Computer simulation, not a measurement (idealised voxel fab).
Proc. module: voxel fin reveal
Displayed cross-section: cut, width of 295 nm, square cells sized 5 nm.
In what follows, cross-sections appear as grids of square cells, described through bands that run from the top down, where every band is one or more rows of cells.
This entry defines a band. It first specifies the height of the band's top and the height of its bottom in nm, and then specifies the band's materials from left to right, stating each material with its width in nm. The word "full width" identifies a single material that fills the band from edge to edge, while the word "air" identifies empty space.
A quick word on heights: they are counted from 0, and under that level the wafer as it came to us is one material throughout. The lowest band is different from the rest in having no bottom; it simply continues downward, written as in "from 0 down".
The width entry "30 to 40" should be interpreted row by row: the top row of cells in the band takes the first number, the bottom row takes the second number, and the change between adjacent rows is uniform throughout.
"everything unchanged", as given for a step, is the statement that not any cell of the cross-section underwent a change during that step.
The entry titled "Closed void inventory" provides the empty spaces that have no open way to the top, restricted to those of 8 cells or more. Each is presented as width x height at distance, the distance being measured from the left edge, with all three in nm.
Heads up: the bit after the settings on a step's line is the simulator's remark on that step.
Among the settings permitted on a step's line is "overlay nm"; applied to a step with a mask, it specifies the extent to which the mask lay to the right of its planned position, whereas a negative figure signifies a position to the left.

## Process steps (planned)
1) RECEIVE,material Si
2) CONFORMAL_DEP,material SiN,thk nm 10
3) MASKED_ETCH,tone cover,mask id FINS,width nm 15,pitch nm 45,etch materials SiN,depth nm 10,overlay nm 0
4) MASKED_ETCH,tone cover,mask id FINS,width nm 15,pitch nm 45,etch materials Si,depth nm 40,overlay nm 0
5) OXIDIZE,depth nm 5
6) FILL_DEP,material SiO2,thk nm 15
7) CMP,height nm 0
8) SELECTIVE_ETCH,etch materials SiO2,depth nm 25
9) STRIP,etch materials SiN
For this document, wafers share an identical start and vary in the step 7 height nm; the plan quotes the first wafer's value.

## First wafer of several, as received: cross-section after step 1
  from 0 down: Si full width
  Closed void inventory: none

## Table: wafers, a row each; end-of-module cell change per material since receipt, gain (+), loss (-); then closed voids
height nm 0, -513 Si, +228 SiO2, Closed void inventory: none
height nm 5, -513 Si, +285 SiO2, Closed void inventory: none
height nm 10, -513 Si, +342 SiO2, Closed void inventory: none
height nm 15, -513 Si, +399 SiO2, Closed void inventory: none
height nm 20, -513 Si, +456 SiO2, Closed void inventory: none
height nm 25, -513 Si, +513 SiO2, Closed void inventory: none
